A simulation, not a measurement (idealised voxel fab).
Module name: voxel released beams (process module)
Section cut is 165 nm wide and gridded with 5 nm square cells.
A cross-section is a grid of square cells, given in bands from the top down. A band is one or more rows of cells.
In this notation a band is specified by the heights of its top and bottom, in that order and in nm, after which its materials appear from left to right, each paired with its width in nm. The word "all across" attached to a single material means that material fills the band from edge to edge; the word "blank" stands for empty space.
All heights in this document are referenced to 0, defined as the level beneath which the wafer, as received, consists entirely of one material. The lowest band is not bounded below; it extends indefinitely downward and is written in the form "from 0 down".
Top row gets the first number, bottom row gets the second, and each row in between changes by the same step: that is how a band width like "30 to 40" works.
"all unchanged" after a step means that no cell of the cross-section changed.
If an empty space has no open way to the top and is at least 8 cells in size, "Closed void register" lists it, written width x height at distance, where distance is measured from the left edge and every value is in nm.
On each step's line, the part that comes after the settings is the simulator's own comment on the step.
"overlay nm" on a masked step: distance the mask lay right of its planned place, negative for left.

THESE ARE THE STEPS WE PLANNED FOR THE PROCESS
1. RECEIVE with material Si
2. CONFORMAL_DEP with material SiN, thk nm 10
3. DIRECTIONAL_DEP with material SiO2, thk nm 20
4. PATTERN with tone open, mask id ANCHOR, material resist, width nm 30, thk nm 20, overlay nm 0
5. DIRECTIONAL_ETCH with etch materials SiO2, depth nm 20
6. STRIP with etch materials resist
7. CONFORMAL_DEP with material TiN, thk nm 10
8. MASKED_ETCH with tone cover, mask id BEAM, width nm 115, etch materials TiN, depth nm 10, overlay nm 0
9. STRIP with etch materials SiO2

CROSS-SECTION: WAFER ON ARRIVAL = AFTER STEP 1
- from 0 down = Si all across
- Closed void register: none

WAFER CROSS-SECTION AT END OF MODULE: START AND PLAN AS SHOWN ABOVE, ONE EXECUTION ERROR
- from 30 to 20 = blank 20 nm  TiN 15 nm  blank 10 nm  TiN 90 nm  blank 30 nm
- from 20 to 10 = blank 25 nm  TiN 10 nm  blank 10 nm  TiN 10 nm  blank 110 nm
- from 10 to 0 = blank 25 nm  TiN 30 nm  blank 110 nm
- from 0 down = Si all across
- Closed void register: none
The mistake made against the process plan was this: not run: step 2 of the plan (skipped)
